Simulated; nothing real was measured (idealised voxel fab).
The document below concerns the process module designated voxel transistor to metal.
In the cross-section labelled cut, the width is 195 nm and each square cell is 5 nm.
Throughout this document, each cross-section is represented as a grid of square cells and is presented as a sequence of bands enumerated from the top downward, where a band comprises one or more rows of cells. Quick guide to a band line: top height, bottom height (nm) up front; then every material left to right with its width in nm. Only one material and it's marked "throughout"? Then it fills the band edge to edge. And "air" just means empty space. Convention: height 0 is the level below which the wafer, as received, is all one material. The lowest band does not terminate at the bottom but continues downward, represented as "0..down". It should be noted that a width expressed as "30..40" varies in equal increments from row to row of cells within the band, taking the value of the first number at the top row and that of the second number at the bottom row. "nothing was modified" for a step: no cell of the cross-section changed in that step. This entry, "Sealed void list", enumerates those empty regions of no fewer than 8 cells that possess no open connection to the top. Each region is reported in the form width x height at distance, the distance being taken from the left edge, with all three quantities expressed in nm. Text after the settings on a step's line: the simulator's own remark on that step. Steps that use a mask can have "overlay nm" on their line. It says how far the mask sat to the right of where it was meant to be. Negative means to the left.

Process steps - plan
| 1 | RECEIVE with material Si |
| 2 | OXIDIZE with depth nm 5 |
| 3 | CONFORMAL_DEP with material SiN, thk nm 10 |
| 4 | MASKED_ETCH with tone cover, mask id ACTIVE, width nm 115, etch materials SiN, depth nm 10, overlay nm 0 |
| 5 | MASKED_ETCH with tone cover, mask id ACTIVE, width nm 115, etch materials SiO2, depth nm 5, overlay nm 0 |
| 6 | MASKED_ETCH with tone cover, mask id ACTIVE, width nm 115, etch materials Si, depth nm 35, overlay nm 0 |
| 7 | FILL_DEP with material SiO2, thk nm 10 |
| 8 | CMP with height nm 10 |
| 9 | SELECTIVE_ETCH with etch materials SiO2, depth nm 10 |
| 10 | STRIP with etch materials SiN |
| 11 | SELECTIVE_ETCH with etch materials SiO2, depth nm 5 |
| 12 | OXIDIZE with depth nm 5 |
| 13 | DIRECTIONAL_DEP with material polySi, thk nm 30 |
| 14 | DIRECTIONAL_DEP with material SiCN, thk nm 15 |
| 15 | DIRECTIONAL_DEP with material aC, thk nm 10 |
| 16 | PATTERN with tone cover, mask id GATE, material resist, width nm 25, thk nm 30, overlay nm 0 |
| 17 | DIRECTIONAL_ETCH with etch materials aC, depth nm 10 |
| 18 | STRIP with etch materials resist |
| 19 | DIRECTIONAL_ETCH with etch materials SiCN, depth nm 25 |
| 20 | DIRECTIONAL_ETCH with etch materials polySi, depth nm 40 |
| 21 | STRIP with etch materials aC |
| 22 | CONFORMAL_DEP with material SiO2, thk nm 5 |
| 23 | DIRECTIONAL_ETCH with etch materials SiO2, depth nm 5 |
| 24 | CONFORMAL_DEP with material SiN, thk nm 5 |
| 25 | DIRECTIONAL_ETCH with etch materials SiN, depth nm 5 |
| 26 | DIRECTIONAL_ETCH with etch materials SiO2, depth nm 5 |
| 27 | EPI with material nSi, thk nm 5 |
| 28 | FILL_DEP with material SiO2, thk nm 10 |
| 29 | CMP with height nm 40 |
| 30 | DIRECTIONAL_DEP with material SiO2, thk nm 10 |
| 31 | PATTERN with tone open, mask id CONTACT, material resist, width nm 15, pitch nm 80, thk nm 15, overlay nm 0 |
| 32 | DIRECTIONAL_ETCH with etch materials SiO2, depth nm 55 |
| 33 | STRIP with etch materials resist |
| 34 | CONFORMAL_DEP with material TiN, thk nm 5 |
| 35 | FILL_DEP with material Ru, thk nm 10 |
| 36 | CMP with height nm 50 |
| 37 | CONFORMAL_DEP with material SiN, thk nm 5 |
| 38 | DIRECTIONAL_DEP with material SiO2, thk nm 20 |
| 39 | DIRECTIONAL_DEP with material aC, thk nm 15 |
| 40 | PATTERN with tone open, mask id METAL_1, material resist, width nm 15, pitch nm 80, thk nm 35, overlay nm 0 |
| 41 | DIRECTIONAL_ETCH with etch materials aC, depth nm 15 |
| 42 | STRIP with etch materials resist |
| 43 | DIRECTIONAL_ETCH with etch materials SiO2, depth nm 20 |
| 44 | DIRECTIONAL_ETCH with etch materials SiN, depth nm 5 |
| 45 | STRIP with etch materials aC |
| 46 | CONFORMAL_DEP with material TiN, thk nm 5 |
| 47 | FILL_DEP with material Cu, thk nm 10 |
| 48 | CMP with height nm 75 |
| 49 | CONFORMAL_DEP with material SiCN, thk nm 5 |

As received, after step 1
    0..down: Si throughout
    Sealed void list: none

First of two wafers at the end of the module, shown in cross-section; run carried out as planned
    80..75: SiCN throughout
    75..55: SiO2: 50; TiN: 5; Cu: 5; TiN: 5; SiO2: 65; TiN: 5; Cu: 5; TiN: 5; SiO2: 50
    55..50: SiN: 50; TiN: 15; SiN: 65; TiN: 15; SiN: 50
    50..40: SiO2: 50; TiN: 5; Ru: 5; TiN: 5; SiO2: 65; TiN: 5; Ru: 5; TiN: 5; SiO2: 50
    40..25: SiO2: 50; TiN: 5; Ru: 5; TiN: 5; SiO2: 10; SiN: 5; SiO2: 5; SiCN: 25; SiO2: 5; SiN: 5; SiO2: 10; TiN: 5; Ru: 5; TiN: 5; SiO2: 50
    25..0: SiO2: 50; TiN: 5; Ru: 5; TiN: 5; SiO2: 10; SiN: 5; SiO2: 5; polySi: 25; SiO2: 5; SiN: 5; SiO2: 10; TiN: 5; Ru: 5; TiN: 5; SiO2: 50
    0..-5: SiO2: 50; TiN: 15; SiO2: 10; SiN: 5; SiO2: 5; polySi: 25; SiO2: 5; SiN: 5; SiO2: 10; TiN: 15; SiO2: 50
    -5..-10: SiO2: 35; nSi: 40; SiO2: 45; nSi: 40; SiO2: 35
    -10..-40: SiO2: 40; Si: 115; SiO2: 40
    -40..down: Si throughout
    Sealed void list: none

Wafer two (of two), end-of-module cross-section: start = wafer one, plan = wafer one, one run mistake
    80..75: SiCN throughout
    75..55: SiO2: 50; TiN: 5; Cu: 5; TiN: 5; SiO2: 65; TiN: 5; Cu: 5; TiN: 5; SiO2: 50
    55..50: SiN: 50; TiN: 15; SiN: 65; TiN: 15; SiN: 50
    50..40: SiO2: 50; TiN: 5; Ru: 5; TiN: 5; SiO2: 65; TiN: 5; Ru: 5; TiN: 5; SiO2: 50
    40..25: SiO2: 50; TiN: 5; Ru: 5; TiN: 5; SiN: 5; SiO2: 5; SiCN: 25; SiO2: 5; SiN: 5; SiO2: 20; TiN: 5; Ru: 5; TiN: 5; SiO2: 50
    25..0: SiO2: 50; TiN: 5; Ru: 5; TiN: 5; SiN: 5; SiO2: 5; polySi: 25; SiO2: 5; SiN: 5; SiO2: 20; TiN: 5; Ru: 5; TiN: 5; SiO2: 50
    0..-5: SiO2: 50; TiN: 15; SiN: 5; SiO2: 5; polySi: 25; SiO2: 5; SiN: 5; SiO2: 20; TiN: 15; SiO2: 50
    -5..-10: SiO2: 35; nSi: 30; SiO2: 45; nSi: 50; SiO2: 35
    -10..-40: SiO2: 40; Si: 115; SiO2: 40
    -40..down: Si throughout
    Sealed void list: none
Finding, execution versus plan: step 16: run off-plan, actual operation and settings PATTERN with tone cover, mask id GATE, material resist, width nm 25, thk nm 30, overlay nm -10
Final wafers compared: equal cell tally per material, rearranged layout.
